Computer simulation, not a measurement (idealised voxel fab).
The following is a process module called voxel fin reveal.
Cross-section cut: width 270 nm, square cells of 5 nm.
Cross-section, as written here: a square-cell grid given band by band from the top down, where a band holds one or more rows of cells.
Top height, bottom height, nm. Materials left to right, width each, nm. Single material + "all across" = fills band edge to edge. "blank" = empty.
Counting heights begins at 0, where everything beneath is, in the wafer as received, one material. The lowest band has no bottom; it goes on downwards, as "top 0, no bottom" shows.
With a width like "30..40", each row of cells in the band differs from the next by the same amount, the top row carrying the first number and the bottom row the second.
The cross-section has no changed cell in any step marked "no modifications".
This entry, "Sealed-off cavities", enumerates those empty regions of no fewer than 8 cells that possess no open connection to the top. Each region is reported in the form width x height at distance, the distance being taken from the left edge, with all three quantities expressed in nm.
That trailing text on a step's line, after the settings, is the simulator's own remark on the step.
"overlay nm", when on a step's line for a step with a mask, measures how far to the right of its planned place the mask lay; a negative measure means to the left.

SO HERE'S THE LINEUP OF PROCESS STEPS WE PLANNED
| 1 | RECEIVE [material Si] |
| 2 | CONFORMAL_DEP [material SiN] [thk nm 5] |
| 3 | MASKED_ETCH [tone cover] [mask id FINS] [width nm 15] [pitch nm 40] [etch materials SiN] [depth nm 5] [overlay nm 0] |
| 4 | MASKED_ETCH [tone cover] [mask id FINS] [width nm 15] [pitch nm 40] [etch materials Si] [depth nm 40] [overlay nm 0] |
| 5 | OXIDIZE [depth nm 5] |
| 6 | FILL_DEP [material SiO2] [thk nm 10] |
| 7 | CMP [height nm 5] |
| 8 | SELECTIVE_ETCH [etch materials SiO2] [depth nm 20] |
| 9 | STRIP [etch materials SiN] |
| 10 | CONFORMAL_DEP [material HfO2] [thk nm 5] |

WAFER AS RECEIVED: CROSS-SECTION FOLLOWING STEP 1
* top 0, no bottom  Si all across
* Sealed-off cavities: none

END-OF-MODULE CROSS-SECTION. STARTING STRUCTURE AND PROCESS PLAN AS ABOVE; ONE MISTAKE MADE IN RUNNING IT
* top 5, bottom 0  85 of blank, then 15 of HfO2, then 25 of blank, then 15 of HfO2, then 25 of blank, then 15 of HfO2, then 90 of blank
* top 0, bottom -10  85 of blank, then 5 of HfO2, then 5 of Si, then 5 of HfO2, then 25 of blank, then 5 of HfO2, then 5 of Si, then 5 of HfO2, then 25 of blank, then 5 of HfO2, then 5 of Si, then 5 of HfO2, then 90 of blank
* top -10, bottom -15  90 of HfO2, then 5 of Si, then 35 of HfO2, then 5 of Si, then 35 of HfO2, then 5 of Si, then 95 of HfO2
* top -15, bottom -35  90 of SiO2, then 5 of Si, then 35 of SiO2, then 5 of Si, then 35 of SiO2, then 5 of Si, then 95 of SiO2
* top -35, no bottom  Si all across
* Sealed-off cavities: none
What went wrong in running the wafer? it should be noted that step 4 was executed with settings other than those planned, the operation and settings actually applied being MASKED_ETCH [tone cover] [mask id FINS] [width nm 15] [pitch nm 40] [etch materials Si] [depth nm 30] [overlay nm 0]
